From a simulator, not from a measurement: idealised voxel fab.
process module | voxel transistor to metal
cross-section cut | 145 nm wide | cells 5 nm
A cross-section is a grid of square cells, given in bands from the top down. A band is one or more rows of cells.
Each band's line starts with the height of the band's top and of its bottom, in nm. Then come its materials from left to right, each with its width in nm. One material with "throughout" fills the band from edge to edge. "air" is empty space.
Height 0 is the level under which the wafer as received is all one material. The lowest band goes on downwards, as in "0 down".
A width such as "30 to 40" changes by the same amount from each row of cells to the next, from the band's top row to its bottom row.
"no change" after a step means that no cell of the cross-section changed.
closed voids: empty space of 8 cells or more with no open way to the top, each as width x height at its distance from the left edge, in nm
after a step's settings: what the simulator itself notes on the step
overlay nm, on a step with a mask: how far to the right of its planned place the mask lay; to the left if negative
plan
1 op RECEIVE | material Si
2 op CONFORMAL_DEP | material SiO2 | thk nm 5
3 op CONFORMAL_DEP | material SiN | thk nm 15
4 op DIRECTIONAL_DEP | material aC | thk nm 15
5 op PATTERN | tone cover | mask id ACTIVE | material resist | width nm 95 | thk nm 30 | overlay nm 0
6 op DIRECTIONAL_ETCH | etch materials aC | depth nm 15
7 op STRIP | etch materials resist
8 op DIRECTIONAL_ETCH | etch materials SiN | depth nm 15
9 op DIRECTIONAL_ETCH | etch materials SiO2 | depth nm 5
10 op DIRECTIONAL_ETCH | etch materials Si | depth nm 35
11 op STRIP | etch materials aC
12 op OXIDIZE | depth nm 5
13 op FILL_DEP | material SiO2 | thk nm 10
14 op CMP | height nm 20
15 op SELECTIVE_ETCH | etch materials SiO2 | depth nm 10
16 op STRIP | etch materials SiN
17 op SELECTIVE_ETCH | etch materials SiO2 | depth nm 5
18 op OXIDIZE | depth nm 5
19 op DIRECTIONAL_DEP | material polySi | thk nm 30
20 op DIRECTIONAL_DEP | material SiCN | thk nm 10
21 op DIRECTIONAL_DEP | material aC | thk nm 15
22 op PATTERN | tone cover | mask id GATE | material resist | width nm 25 | thk nm 35 | overlay nm 0
23 op DIRECTIONAL_ETCH | etch materials aC | depth nm 15
24 op STRIP | etch materials resist
25 op DIRECTIONAL_ETCH | etch materials SiCN | depth nm 20
26 op DIRECTIONAL_ETCH | etch materials polySi | depth nm 40
27 op STRIP | etch materials aC
28 op CONFORMAL_DEP | material SiN | thk nm 5
29 op DIRECTIONAL_ETCH | etch materials SiN | depth nm 5
30 op DIRECTIONAL_ETCH | etch materials SiO2 | depth nm 5
31 op DIRECTIONAL_ETCH | etch materials Si | depth nm 15
32 op EPI | material SiGe | thk nm 20
33 op FILL_DEP | material SiO2 | thk nm 5
34 op CMP | height nm 30
35 op STRIP | etch materials polySi
36 op SELECTIVE_ETCH | etch materials SiO2 | depth nm 5
37 op CONFORMAL_DEP | material HfO2 | thk nm 5
38 op CONFORMAL_DEP | material TiN | thk nm 5
39 op FILL_DEP | material W | thk nm 10
40 op CMP | height nm 25
41 op DIRECTIONAL_DEP | material SiO2 | thk nm 10
42 op MASKED_ETCH | tone open | mask id CONTACT | width nm 15 | pitch nm 70 | etch materials SiO2 | depth nm 35 | overlay nm 0
43 op CONFORMAL_DEP | material TiN | thk nm 5
44 op FILL_DEP | material Ru | thk nm 10
45 op CMP | height nm 35
46 op CONFORMAL_DEP | material SiCN | thk nm 5
47 op DIRECTIONAL_DEP | material SiO2 | thk nm 20
48 op MASKED_ETCH | tone open | mask id METAL_1 | width nm 15 | pitch nm 70 | etch materials SiO2 | depth nm 20 | overlay nm 0
49 op MASKED_ETCH | tone open | mask id METAL_1 | width nm 15 | pitch nm 70 | etch materials SiCN | depth nm 5 | overlay nm 0
50 op CONFORMAL_DEP | material TiN | thk nm 5
51 op FILL_DEP | material W | thk nm 5
52 op CMP | height nm 60
53 op EPI | material Ru | thk nm 5
54 op FILL_DEP | material SiCN | thk nm 5
as received, after step 1
  0 down: Si throughout
  closed voids: none
a wafer at the end: this start, this plan, one mistake
  70 to 65: SiCN throughout
  65 to 60: SiCN 25 | Ru 25 | SiCN 45 | Ru 25 | SiCN 25
  60 to 40: SiO2 30 | TiN 5 | W 5 | TiN 5 | SiO2 55 | TiN 5 | W 5 | TiN 5 | SiO2 30
  40 to 35: SiCN 30 | TiN 15 | SiCN 55 | TiN 15 | SiCN 30
  35 to 30: SiO2 30 | TiN 5 | Ru 5 | TiN 5 | SiO2 55 | TiN 5 | Ru 5 | TiN 5 | SiO2 30
  30 to 25: SiO2 30 | TiN 15 | SiO2 55 | TiN 15 | SiO2 30
  25 to 20: SiO2 15 | SiGe 40 | SiN 5 | HfO2 5 | TiN 5 | W 5 | TiN 5 | HfO2 5 | SiN 5 | SiGe 40 | SiO2 15
  20 to 5: SiO2 10 | SiGe 45 | SiN 5 | HfO2 5 | TiN 5 | W 5 | TiN 5 | HfO2 5 | SiN 5 | SiGe 45 | SiO2 10
  5 to 0: SiO2 10 | SiGe 10 | SiN 5 | SiGe 30 | SiN 5 | HfO2 5 | TiN 15 | HfO2 5 | SiN 5 | SiGe 30 | SiN 5 | SiGe 10 | SiO2 10
  0 to -5: SiO2 25 | SiGe 30 | HfO2 35 | SiGe 30 | SiO2 25
  -5 to -20: SiO2 30 | SiGe 25 | Si 35 | SiGe 25 | SiO2 30
  -20 to -40: SiO2 30 | Si 85 | SiO2 30
  -40 down: Si throughout
  closed voids: none
what went wrong: step 32 was run twice
